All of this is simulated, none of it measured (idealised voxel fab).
process module | voxel wiring stack
cross-section cut | 240 nm wide | cells 5 nm
A cross-section is a grid of square cells, given in bands from the top down. A band is one or more rows of cells.
Each band's line starts with the height of the band's top and of its bottom, in nm. Then come its materials from left to right, each with its width in nm. One material with "throughout" fills the band from edge to edge. "air" is empty space.
Height 0 is the level under which the wafer as received is all one material. The lowest band goes on downwards, as in "0 down".
A width such as "30 to 40" changes by the same amount from each row of cells to the next, from the band's top row to its bottom row.
"no change" after a step means that no cell of the cross-section changed.
closed voids: empty space of 8 cells or more with no open way to the top, each as width x height at its distance from the left edge, in nm
after a step's settings: what the simulator itself notes on the step
overlay nm, on a step with a mask: how far to the right of its planned place the mask lay; to the left if negative
plan
1 op RECEIVE | material Si
2 op CONFORMAL_DEP | material SiO2 | thk nm 15
3 op DIRECTIONAL_DEP | material TiN | thk nm 5
4 op DIRECTIONAL_DEP | material W | thk nm 20
5 op DIRECTIONAL_DEP | material aC | thk nm 15
6 op PATTERN | tone cover | mask id METAL_1 | material resist | width nm 15 | pitch nm 40 | thk nm 35 | overlay nm 0
7 op DIRECTIONAL_ETCH | etch materials aC | depth nm 15
8 op STRIP | etch materials resist
9 op DIRECTIONAL_ETCH | etch materials W | depth nm 20
10 op DIRECTIONAL_ETCH | etch materials TiN | depth nm 5
11 op STRIP | etch materials aC
12 op CONFORMAL_DEP | material SiCN | thk nm 5
13 op FILL_DEP | material lowk | thk nm 5
14 op CMP | height nm 40
15 op CONFORMAL_DEP | material SiCN | thk nm 5
16 op DIRECTIONAL_DEP | material lowk | thk nm 20
17 op DIRECTIONAL_DEP | material aC | thk nm 15
18 op PATTERN | tone open | mask id PLUG_1 | material resist | width nm 15 | pitch nm 40 | thk nm 30 | overlay nm 0
19 op DIRECTIONAL_ETCH | etch materials aC | depth nm 15
20 op STRIP | etch materials resist
21 op DIRECTIONAL_ETCH | etch materials lowk | depth nm 20
22 op DIRECTIONAL_ETCH | etch materials SiCN | depth nm 5
23 op STRIP | etch materials aC
24 op EPI | material Ru | thk nm 10
25 op EPI | material Ru | thk nm 10
26 op EPI | material Ru | thk nm 5
27 op DIRECTIONAL_DEP | material TiN | thk nm 5
28 op DIRECTIONAL_DEP | material Ru | thk nm 15
29 op DIRECTIONAL_DEP | material aC | thk nm 10
30 op PATTERN | tone cover | mask id METAL_2 | material resist | width nm 20 | pitch nm 40 | thk nm 30 | overlay nm 0
31 op DIRECTIONAL_ETCH | etch materials aC | depth nm 10
32 op STRIP | etch materials resist
33 op DIRECTIONAL_ETCH | etch materials Ru | depth nm 15
34 op DIRECTIONAL_ETCH | etch materials TiN | depth nm 5
35 op STRIP | etch materials aC
36 op FILL_DEP | material SiO2 | thk nm 10
37 op CMP | height nm 85
38 op CONFORMAL_DEP | material SiN | thk nm 5
varied across the wafers: width nm of step 6. The plan shows the first wafer's value. All wafers start alike
first wafer as received, after step 1
  0 down: Si throughout
  closed voids: none
first wafer at the end, after step 38
  90 to 85: SiN throughout
  85 to 70: SiO2 50 | Ru 20 | SiO2 20 | Ru 20 | SiO2 20 | Ru 20 | SiO2 20 | Ru 20 | SiO2 50
  70 to 65: SiO2 50 | TiN 20 | SiO2 20 | TiN 20 | SiO2 20 | TiN 20 | SiO2 20 | TiN 20 | SiO2 50
  65 to 45: lowk 50 | Ru 15 | lowk 25 | Ru 15 | lowk 25 | Ru 15 | lowk 25 | Ru 15 | lowk 55
  45 to 40: SiCN 50 | Ru 15 | SiCN 25 | Ru 15 | SiCN 25 | Ru 15 | SiCN 25 | Ru 15 | SiCN 55
  40 to 20: lowk 50 | SiCN 5 | W 15 | SiCN 5 | lowk 15 | SiCN 5 | W 15 | SiCN 5 | lowk 15 | SiCN 5 | W 15 | SiCN 5 | lowk 15 | SiCN 5 | W 15 | SiCN 5 | lowk 45
  20 to 15: SiCN 55 | TiN 15 | SiCN 25 | TiN 15 | SiCN 25 | TiN 15 | SiCN 25 | TiN 15 | SiCN 50
  15 to 0: SiO2 throughout
  0 down: Si throughout
  closed voids: none
last wafer at the end
  90 to 85: SiN throughout
  85 to 70: SiO2 50 | Ru 20 | SiO2 20 | Ru 20 | SiO2 20 | Ru 20 | SiO2 20 | Ru 20 | SiO2 50
  70 to 65: SiO2 50 | TiN 20 | SiO2 20 | TiN 20 | SiO2 20 | TiN 20 | SiO2 20 | TiN 20 | SiO2 50
  65 to 45: lowk 50 | Ru 15 | lowk 25 | Ru 15 | lowk 25 | Ru 15 | lowk 25 | Ru 15 | lowk 55
  45 to 40: SiCN 50 | Ru 15 | SiCN 25 | Ru 15 | SiCN 25 | Ru 15 | SiCN 25 | Ru 15 | SiCN 55
  40 to 20: lowk 45 | SiCN 5 | W 25 | SiCN 5 | lowk 5 | SiCN 5 | W 25 | SiCN 5 | lowk 5 | SiCN 5 | W 25 | SiCN 5 | lowk 5 | SiCN 5 | W 25 | SiCN 5 | lowk 40
  20 to 15: SiCN 50 | TiN 25 | SiCN 15 | TiN 25 | SiCN 15 | TiN 25 | SiCN 15 | TiN 25 | SiCN 45
  15 to 0: SiO2 throughout
  0 down: Si throughout
  closed voids: none
each wafer at the end: cells of each material gained (+) or lost (-) since it was received, then its closed voids
width nm 15 | +108 Ru | +104 SiCN | +48 SiN | +272 SiO2 | +28 TiN | +48 W | +256 lowk | closed voids: none
width nm 20 | +108 Ru | +100 SiCN | +48 SiN | +272 SiO2 | +32 TiN | +64 W | +240 lowk | closed voids: none
width nm 25 | +108 Ru | +96 SiCN | +48 SiN | +272 SiO2 | +36 TiN | +80 W | +224 lowk | closed voids: none
